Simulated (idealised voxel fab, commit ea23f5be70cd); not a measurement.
The following is a process module called voxel transistor to metal.
The width of the displayed cross-section, cut, is 280 nm; its cells are square, with a size of 5 nm.
Square cells in a grid make up a cross-section in this document, and the grid is given as bands, listed from the top down, each one or more rows of cells. Band: top height; bottom height; in nm. Then, left to right: material with width in nm, for each material. "full width": a single material spanning edge to edge. "air": empty space. Convention: height 0 is the level below which the wafer, as received, is all one material. The lowest band does not terminate at the bottom but continues downward, represented as "0 -> down". Think of "30->40" as a width that walks from the first number to the second as you go down the band, top row to bottom row, taking equal-sized steps from row to row. "stayed the same" for a step: no cell of the cross-section changed in that step. Reported under the label "Enclosed cavity list" are the empty spaces having no open way to the top and comprising 8 cells or more; the notation for each is width x height at distance, in which the distance is measured from the left edge and all three values are in nm. Anything after a step's settings on that line? It's the simulator's own note about the step. Each step line may optionally specify "overlay nm", which for a step with a mask gives the rightward distance between the mask's planned place and where it lay, a negative value indicating the leftward direction.

Planned process steps
1: RECEIVE with material Si
2: OXIDIZE with depth nm 5
3: CONFORMAL_DEP with material SiN, thk nm 15
4: MASKED_ETCH with tone cover, mask id ACTIVE, width nm 105, pitch nm 135, etch materials SiN, depth nm 15, overlay nm 0
5: MASKED_ETCH with tone cover, mask id ACTIVE, width nm 105, pitch nm 135, etch materials SiO2, depth nm 5, overlay nm 0
6: MASKED_ETCH with tone cover, mask id ACTIVE, width nm 105, pitch nm 135, etch materials Si, depth nm 20, overlay nm 0
7: OXIDIZE with depth nm 5
8: FILL_DEP with material SiO2, thk nm 15
9: CMP with height nm 15
10: SELECTIVE_ETCH with etch materials SiO2, depth nm 15
11: STRIP with etch materials SiN
12: SELECTIVE_ETCH with etch materials SiO2, depth nm 5
13: OXIDIZE with depth nm 5
14: DIRECTIONAL_DEP with material polySi, thk nm 20
15: DIRECTIONAL_DEP with material SiCN, thk nm 15
16: PATTERN with tone cover, mask id GATE, material resist, width nm 25, pitch nm 135, thk nm 15, overlay nm 0
17: DIRECTIONAL_ETCH with etch materials SiCN, depth nm 25
18: DIRECTIONAL_ETCH with etch materials polySi, depth nm 30
19: STRIP with etch materials resist
20: CONFORMAL_DEP with material SiO2, thk nm 5
21: DIRECTIONAL_ETCH with etch materials SiO2, depth nm 5
22: CONFORMAL_DEP with material SiN, thk nm 5
23: DIRECTIONAL_ETCH with etch materials SiN, depth nm 5
24: DIRECTIONAL_ETCH with etch materials SiO2, depth nm 5
25: DIRECTIONAL_ETCH with etch materials Si, depth nm 5
26: EPI with material nSi, thk nm 10
27: FILL_DEP with material SiO2, thk nm 10
28: CMP with height nm 15
29: STRIP with etch materials polySi
30: SELECTIVE_ETCH with etch materials SiO2, depth nm 5
31: CONFORMAL_DEP with material HfO2, thk nm 5
32: CONFORMAL_DEP with material TiN, thk nm 5
33: FILL_DEP with material W, thk nm 5
34: CMP with height nm 10
35: DIRECTIONAL_DEP with material SiO2, thk nm 10
36: DIRECTIONAL_DEP with material aC, thk nm 10
37: PATTERN with tone open, mask id CONTACT, material resist, width nm 20, thk nm 30, overlay nm 0
38: DIRECTIONAL_ETCH with etch materials aC, depth nm 10
39: STRIP with etch materials resist
40: DIRECTIONAL_ETCH with etch materials SiO2, depth nm 25
41: STRIP with etch materials aC
42: CONFORMAL_DEP with material TiN, thk nm 5
43: FILL_DEP with material W, thk nm 10
44: CMP with height nm 20
45: DIRECTIONAL_DEP with material TiN, thk nm 5
46: DIRECTIONAL_DEP with material Ru, thk nm 20
47: PATTERN with tone cover, mask id METAL_1, material resist, width nm 20, thk nm 20, overlay nm 0
48: DIRECTIONAL_ETCH with etch materials Ru, depth nm 20
49: DIRECTIONAL_ETCH with etch materials TiN, depth nm 5
50: STRIP with etch materials resist
51: CONFORMAL_DEP with material SiCN, thk nm 5
52: FILL_DEP with material lowk, thk nm 10
53: CMP with height nm 45
54: CONFORMAL_DEP with material SiCN, thk nm 5
55: DIRECTIONAL_DEP with material lowk, thk nm 30
56: PATTERN with tone open, mask id METAL_2, material resist, width nm 20, pitch nm 135, thk nm 15, overlay nm 0
57: DIRECTIONAL_ETCH with etch materials lowk, depth nm 20
58: STRIP with etch materials resist
59: PATTERN with tone open, mask id METAL_2_HOLES, material resist, width nm 15, pitch nm 135, thk nm 15, overlay nm 0
60: DIRECTIONAL_ETCH with etch materials lowk, depth nm 10
61: DIRECTIONAL_ETCH with etch materials SiCN, depth nm 5
62: STRIP with etch materials resist
63: CONFORMAL_DEP with material TiN, thk nm 5
64: FILL_DEP with material Ru, thk nm 5
65: CMP with height nm 80
66: CONFORMAL_DEP with material SiN, thk nm 5

Wafer at receipt (post step 1), cross-section
- 0 -> down | Si full width
- Enclosed cavity list: none

The module was run from the start shown above using the plan shown above, but one mistake was made doing it; the resulting wafer cross-section is below
- 85 -> 80 | SiN full width
- 80 -> 65 | lowk 20; TiN 5; Ru 20; TiN 5; lowk 105; TiN 5; Ru 20; TiN 5; lowk 95
- 65 -> 60 | lowk 20; TiN 10; Ru 5; TiN 15; lowk 105; TiN 10; Ru 5; TiN 15; lowk 95
- 60 -> 50 | lowk 25; TiN 5; Ru 5; TiN 5; lowk 120; TiN 5; Ru 5; TiN 5; lowk 105
- 50 -> 45 | SiCN 25; TiN 15; SiCN 120; TiN 15; SiCN 105
- 45 -> 25 | lowk 20; SiCN 5; Ru 20; SiCN 5; lowk 45; SiCN 5; Ru 20; SiCN 5; lowk 30; SiCN 5; Ru 20; SiCN 5; lowk 45; SiCN 5; Ru 20; SiCN 5; lowk 20
- 25 -> 20 | SiCN 25; TiN 20; SiCN 55; TiN 20; SiCN 40; TiN 20; SiCN 55; TiN 20; SiCN 25
- 20 -> 10 | SiO2 25; TiN 5; W 10; TiN 5; SiO2 55; TiN 5; W 10; TiN 5; SiO2 40; TiN 5; W 10; TiN 5; SiO2 55; TiN 5; W 10; TiN 5; SiO2 25
- 10 -> 0 | SiO2 25; TiN 5; W 10->5; TiN 5->10; SiO2 5; SiN 5; HfO2 5; TiN 5; W 15; TiN 5; HfO2 5; SiN 5; SiO2 5; TiN 5->10; W 10->5; TiN 5; SiO2 40; TiN 5; W 10->5; TiN 5->10; SiO2 5; SiN 5; HfO2 5; TiN 5; W 15; TiN 5; HfO2 5; SiN 5; SiO2 5; TiN 5->10; W 10->5; TiN 5; SiO2 25
- 0 -> -5 | SiO2 25; TiN 15; nSi 10; SiN 5; HfO2 5; TiN 25; HfO2 5; SiN 5; nSi 10; TiN 15; SiO2 40; TiN 15; nSi 10; SiN 5; HfO2 5; TiN 25; HfO2 5; SiN 5; nSi 10; TiN 15; SiO2 25
- -5 -> -10 | SiO2 20; nSi 30; SiO2 5; HfO2 35; SiO2 5; nSi 30; SiO2 30; nSi 30; SiO2 5; HfO2 35; SiO2 5; nSi 30; SiO2 20
- -10 -> -15 | SiO2 25; nSi 25; Si 45; nSi 25; SiO2 40; nSi 25; Si 45; nSi 25; SiO2 25
- -15 -> -30 | SiO2 25; Si 95; SiO2 40; Si 95; SiO2 25
- -30 -> down | Si full width
- Enclosed cavity list: none
Run error: not per plan at step 56, really ran PATTERN with tone open, mask id METAL_2, material resist, width nm 30, pitch nm 135, thk nm 15, overlay nm 0
